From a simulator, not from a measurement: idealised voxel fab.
process module | voxel transistor to metal
We display cut, a cross-section 295 nm in width whose square cells are each 5 nm.
A cross-section is written here as square cells arranged in a grid, and it is given in bands from the top down, each band taking up one or more rows of cells. The entry gives the band's vertical extent as a top height and a bottom height in nm, then its horizontal make-up as materials from left to right, each with a width in nm. "empty" stands for empty space; a single material marked "everywhere" fills the band edge to edge. Height datum 0, below which the as-received substrate wafer is one material. Lowest band open at the bottom, running downward: "0 -> down". So if you see something like "30 to 40" for the width, read it as the top row of the band sitting at the first number and the bottom row at the second, with every row in between moving by the same amount as the last. Take "remains unaltered" at face value: in the step it is given for, the cross-section changed in none of its cells. "Closed void table": empty spaces of 8 cells or more with no open way to the top, each given as width x height at distance, distance from the left edge, all in nm. Whatever follows a step's settings on its line is a remark the simulator itself makes about that step. "overlay nm" denotes, for a step that has a mask, the displacement of the mask to the right of its planned place, with negative values corresponding to the left. Read each pair as before and after one process step. The after cross-section shows only down to the lowest band that changed. The step between them and its settings are given below the pair. Pairs can come from different runs of this module on the same starting wafer. A pair continues from the pair above only where its "Ahead of processing" entry says so.
Ahead of processing
- 65 -> 60  30 TiN  25 empty  40 TiN  25 empty  50 TiN  25 empty  40 TiN  25 empty  35 TiN
- 60 -> 50  25 SiO2  5 TiN  25 empty  5 TiN  30 SiO2  5 TiN  25 empty  5 TiN  40 SiO2  5 TiN  25 empty  5 TiN  30 SiO2  5 TiN  25 empty  5 TiN  30 SiO2
- 50 -> 45  25 SiO2  5 TiN  20 empty  10 TiN  30 SiO2  10 TiN  20 empty  5 TiN  40 SiO2  5 TiN  20 empty  10 TiN  30 SiO2  10 TiN  20 empty  5 TiN  30 SiO2
- 45 -> 35  25 SiO2  5 TiN  20 empty  5 TiN  5 SiN  5 SiO2  20 SiCN  5 SiO2  5 SiN  5 TiN  20 empty  5 TiN  40 SiO2  5 TiN  20 empty  5 TiN  5 SiN  5 SiO2  20 SiCN  5 SiO2  5 SiN  5 TiN  20 empty  5 TiN  30 SiO2
- 35 -> 5  25 SiO2  5 TiN  20 empty  5 TiN  5 SiN  5 SiO2  20 polySi  5 SiO2  5 SiN  5 TiN  20 empty  5 TiN  40 SiO2  5 TiN  20 empty  5 TiN  5 SiN  5 SiO2  20 polySi  5 SiO2  5 SiN  5 TiN  20 empty  5 TiN  30 SiO2
- 5 -> 0  15 SiO2  5 SiN  5 SiO2  30 TiN  40 SiO2  30 TiN  5 SiO2  5 SiN  20 SiO2  5 SiN  5 SiO2  30 TiN  40 SiO2  30 TiN  5 SiO2  5 SiN  20 SiO2
- 0 -> -5  15 nSi  120 SiO2  20 nSi  120 SiO2  20 nSi
- -5 -> -40  15 Si  120 SiO2  20 Si  120 SiO2  20 Si
- -40 -> down  Si everywhere
- Closed void table: none
Sectional Result
- 70 -> 65  Ru everywhere
- 65 -> 60  30 TiN  25 Ru  40 TiN  25 Ru  50 TiN  25 Ru  40 TiN  25 Ru  35 TiN
- 60 -> 50  25 SiO2  5 TiN  25 Ru  5 TiN  30 SiO2  5 TiN  25 Ru  5 TiN  40 SiO2  5 TiN  25 Ru  5 TiN  30 SiO2  5 TiN  25 Ru  5 TiN  30 SiO2
- 50 -> 45  25 SiO2  5 TiN  20 Ru  10 TiN  30 SiO2  10 TiN  20 Ru  5 TiN  40 SiO2  5 TiN  20 Ru  10 TiN  30 SiO2  10 TiN  20 Ru  5 TiN  30 SiO2
- 45 -> 35  25 SiO2  5 TiN  20 Ru  5 TiN  5 SiN  5 SiO2  20 SiCN  5 SiO2  5 SiN  5 TiN  20 Ru  5 TiN  40 SiO2  5 TiN  20 Ru  5 TiN  5 SiN  5 SiO2  20 SiCN  5 SiO2  5 SiN  5 TiN  20 Ru  5 TiN  30 SiO2
- 35 -> 5  25 SiO2  5 TiN  20 Ru  5 TiN  5 SiN  5 SiO2  20 polySi  5 SiO2  5 SiN  5 TiN  20 Ru  5 TiN  40 SiO2  5 TiN  20 Ru  5 TiN  5 SiN  5 SiO2  20 polySi  5 SiO2  5 SiN  5 TiN  20 Ru  5 TiN  30 SiO2
- Under the height 5 nothing was changed.
- Closed void table: none
The step carried out between the cross-section before it and the cross-section after it, both shown above, is op FILL_DEP | material Ru | thk nm 5
Ahead of processing: check the pair just above; its after cross-section is our before state.
Sectional Result
- 60 -> 50  25 SiO2  5 TiN  25 Ru  5 TiN  30 SiO2  5 TiN  25 Ru  5 TiN  40 SiO2  5 TiN  25 Ru  5 TiN  30 SiO2  5 TiN  25 Ru  5 TiN  30 SiO2
- Under the height 50 nothing was changed.
- Closed void table: none
The step carried out between the cross-section before it and the cross-section after it, both shown above, is op CMP | height nm 60
Ahead of processing: check the pair just above; its after cross-section is our before state.
Sectional Result
- 65 -> 60  TiN everywhere
- Under the height 60 nothing was changed.
- Closed void table: none
The step carried out between the cross-section before it and the cross-section after it, both shown above, is op DIRECTIONAL_DEP | material TiN | thk nm 5
Ahead of processing: check the pair just above; its after cross-section is our before state.
Sectional Result
- 80 -> 65  Ru everywhere
- Under the height 65 nothing was changed.
- Closed void table: none
The step carried out between the cross-section before it and the cross-section after it, both shown above, is op DIRECTIONAL_DEP | material Ru | thk nm 15
Ahead of processing: check the pair just above; its after cross-section is our before state.
Sectional Result
- 80 -> 65  25 empty  20 Ru  60 empty  20 Ru  40 empty  20 Ru  60 empty  20 Ru  30 empty
- Under the height 65 nothing was changed.
- Closed void table: none
The step carried out between the cross-section before it and the cross-section after it, both shown above, is op MASKED_ETCH | tone cover | mask id METAL_1 | width nm 20 | etch materials Ru | depth nm 15 | overlay nm 0
Ahead of processing: check the pair just above; its after cross-section is our before state.
Sectional Result
- 80 -> 65  25 empty  20 Ru  60 empty  20 Ru  40 empty  20 Ru  60 empty  20 Ru  30 empty
- 65 -> 60  25 empty  20 TiN  60 empty  20 TiN  40 empty  20 TiN  60 empty  20 TiN  30 empty
- Under the height 60 nothing was changed.
- Closed void table: none
The step carried out between the cross-section before it and the cross-section after it, both shown above, is op MASKED_ETCH | tone cover | mask id METAL_1 | width nm 20 | etch materials TiN | depth nm 5 | overlay nm 0
Ahead of processing: check the pair just above; its after cross-section is our before state.
Sectional Result
- 85 -> 80  SiO2 everywhere
- 80 -> 65  25 SiO2  20 Ru  60 SiO2  20 Ru  40 SiO2  20 Ru  60 SiO2  20 Ru  30 SiO2
- 65 -> 60  25 SiO2  20 TiN  60 SiO2  20 TiN  40 SiO2  20 TiN  60 SiO2  20 TiN  30 SiO2
- Under the height 60 nothing was changed.
- Closed void table: none
The step carried out between the cross-section before it and the cross-section after it, both shown above, is op FILL_DEP | material SiO2 | thk nm 5
Ahead of processing: check the pair just above; its after cross-section is our before state.
Sectional Result
- 80 -> 65  25 SiO2  20 Ru  60 SiO2  20 Ru  40 SiO2  20 Ru  60 SiO2  20 Ru  30 SiO2
- Under the height 65 nothing was changed.
- Closed void table: none
The step carried out between the cross-section before it and the cross-section after it, both shown above, is op CMP | height nm 80
Ahead of processing: check the pair just above; its after cross-section is our before state.
Sectional Result
- 85 -> 80  SiCN everywhere
- Under the height 80 nothing was changed.
- Closed void table: none
The step carried out between the cross-section before it and the cross-section after it, both shown above, is op CONFORMAL_DEP | material SiCN | thk nm 5
Ahead of processing: check the pair just above; its after cross-section is our before state.
Sectional Result
- 115 -> 85  lowk everywhere
- Under the height 85 nothing was changed.
- Closed void table: none
The step carried out between the cross-section before it and the cross-section after it, both shown above, is op DIRECTIONAL_DEP | material lowk | thk nm 30
Ahead of processing: check the pair just above; its after cross-section is our before state.
Sectional Result
- 125 -> 115  aC everywhere
- Under the height 115 nothing was changed.
- Closed void table: none
The step carried out between the cross-section before it and the cross-section after it, both shown above, is op DIRECTIONAL_DEP | material aC | thk nm 10
Ahead of processing: check the pair just above; its after cross-section is our before state.
Sectional Result
- 155 -> 125  25 resist  20 empty  120 resist  20 empty  110 resist
- Under the height 125 nothing was changed.
- Closed void table: none
The step carried out between the cross-section before it and the cross-section after it, both shown above, is op PATTERN | tone open | mask id METAL_2 | material resist | width nm 20 | pitch nm 140 | thk nm 30 | overlay nm 0
Ahead of processing: check the pair just above; its after cross-section is our before state.
Sectional Result
- 145 -> 125  25 resist  20 empty  120 resist  20 empty  110 resist
- 125 -> 115  25 aC  20 empty  120 aC  20 empty  110 aC
- Under the height 115 nothing was changed.
- Closed void table: none
The step carried out between the cross-section before it and the cross-section after it, both shown above, is op DIRECTIONAL_ETCH | etch materials aC | depth nm 10
Ahead of processing: check the pair just above; its after cross-section is our before state.
Sectional Result
- 125 -> 115  25 aC  20 empty  120 aC  20 empty  110 aC
- Under the height 115 nothing was changed.
- Closed void table: none
The step carried out between the cross-section before it and the cross-section after it, both shown above, is op STRIP | etch materials resist
Ahead of processing: check the pair just above; its after cross-section is our before state.
Sectional Result
- 125 -> 115  25 aC  20 empty  120 aC  20 empty  110 aC
- 115 -> 100  25 lowk  20 empty  120 lowk  20 empty  110 lowk
- Under the height 100 nothing was changed.
- Closed void table: none
The step carried out between the cross-section before it and the cross-section after it, both shown above, is op DIRECTIONAL_ETCH | etch materials lowk | depth nm 15
Ahead of processing: check the pair just above; its after cross-section is our before state.
Sectional Result
- 115 -> 100  25 lowk  20 empty  120 lowk  20 empty  110 lowk
- Under the height 100 nothing was changed.
- Closed void table: none
The step carried out between the cross-section before it and the cross-section after it, both shown above, is op STRIP | etch materials aC
Ahead of processing: check the pair just above; its after cross-section is our before state.
Sectional Result
- 130 -> 115  25 resist  15 empty  125 resist  15 empty  115 resist
- 115 -> 100  25 lowk  15 empty  5 resist  120 lowk  15 empty  5 resist  110 lowk
- Under the height 100 nothing was changed.
- Closed void table: none
The step carried out between the cross-section before it and the cross-section after it, both shown above, is op PATTERN | tone open | mask id METAL_2_HOLES | material resist | width nm 15 | pitch nm 140 | thk nm 15 | overlay nm 0
Ahead of processing: check the pair just above; its after cross-section is our before state.
Sectional Result
- 130 -> 115  25 resist  15 empty  125 resist  15 empty  115 resist
- 115 -> 100  25 lowk  15 empty  5 resist  120 lowk  15 empty  5 resist  110 lowk
- 100 -> 85  25 lowk  15 empty  125 lowk  15 empty  115 lowk
- Under the height 85 nothing was changed.
- Closed void table: none
The step carried out between the cross-section before it and the cross-section after it, both shown above, is op DIRECTIONAL_ETCH | etch materials lowk | depth nm 15
Ahead of processing: check the pair just above; its after cross-section is our before state.
Sectional Result
- 130 -> 115  25 resist  15 empty  125 resist  15 empty  115 resist
- 115 -> 100  25 lowk  15 empty  5 resist  120 lowk  15 empty  5 resist  110 lowk
- 100 -> 85  25 lowk  15 empty  125 lowk  15 empty  115 lowk
- 85 -> 80  25 SiCN  15 empty  125 SiCN  15 empty  115 SiCN
- Under the height 80 nothing was changed.
- Closed void table: none
The step carried out between the cross-section before it and the cross-section after it, both shown above, is op DIRECTIONAL_ETCH | etch materials SiCN | depth nm 5
Ahead of processing: check the pair just above; its after cross-section is our before state.
Sectional Result
- 115 -> 100  25 lowk  20 empty  120 lowk  20 empty  110 lowk
- Under the height 100 nothing was changed.
- Closed void table: none
The step carried out between the cross-section before it and the cross-section after it, both shown above, is op STRIP | etch materials resist
Ahead of processing: check the pair just above; its after cross-section is our before state.
Sectional Result
- 120 -> 115  30 TiN  10 empty  130 TiN  10 empty  115 TiN
- 115 -> 105  25 lowk  5 TiN  10 empty  5 TiN  120 lowk  5 TiN  10 empty  5 TiN  110 lowk
- 105 -> 100  25 lowk  5 TiN  5 empty  10 TiN  120 lowk  5 TiN  5 empty  10 TiN  110 lowk
- 100 -> 85  25 lowk  5 TiN  5 empty  5 TiN  125 lowk  5 TiN  5 empty  5 TiN  115 lowk
- 85 -> 80  25 SiCN  15 TiN  125 SiCN  15 TiN  115 SiCN
- Under the height 80 nothing was changed.
- Closed void table: none
The step carried out between the cross-section before it and the cross-section after it, both shown above, is op CONFORMAL_DEP | material TiN | thk nm 5
Ahead of processing: check the pair just above; its after cross-section is our before state.
Sectional Result
- 130 -> 120  Ru everywhere
- 120 -> 115  30 TiN  10 Ru  130 TiN  10 Ru  115 TiN
- 115 -> 105  25 lowk  5 TiN  10 Ru  5 TiN  120 lowk  5 TiN  10 Ru  5 TiN  110 lowk
- 105 -> 100  25 lowk  5 TiN  5 Ru  10 TiN  120 lowk  5 TiN  5 Ru  10 TiN  110 lowk
- 100 -> 85  25 lowk  5 TiN  5 Ru  5 TiN  125 lowk  5 TiN  5 Ru  5 TiN  115 lowk
- Under the height 85 nothing was changed.
- Closed void table: none
The step carried out between the cross-section before it and the cross-section after it, both shown above, is op FILL_DEP | material Ru | thk nm 10
Ahead of processing: check the pair just above; its after cross-section is our before state.
Sectional Result
- 115 -> 105  25 lowk  5 TiN  10 Ru  5 TiN  120 lowk  5 TiN  10 Ru  5 TiN  110 lowk
- Under the height 105 nothing was changed.
- Closed void table: none
The step carried out between the cross-section before it and the cross-section after it, both shown above, is op CMP | height nm 115
Ahead of processing: check the pair just above; its after cross-section is our before state.
Sectional Result
- 120 -> 115  SiN everywhere
- Under the height 115 nothing was changed.
- Closed void table: none
The step carried out between the cross-section before it and the cross-section after it, both shown above, is op CONFORMAL_DEP | material SiN | thk nm 5
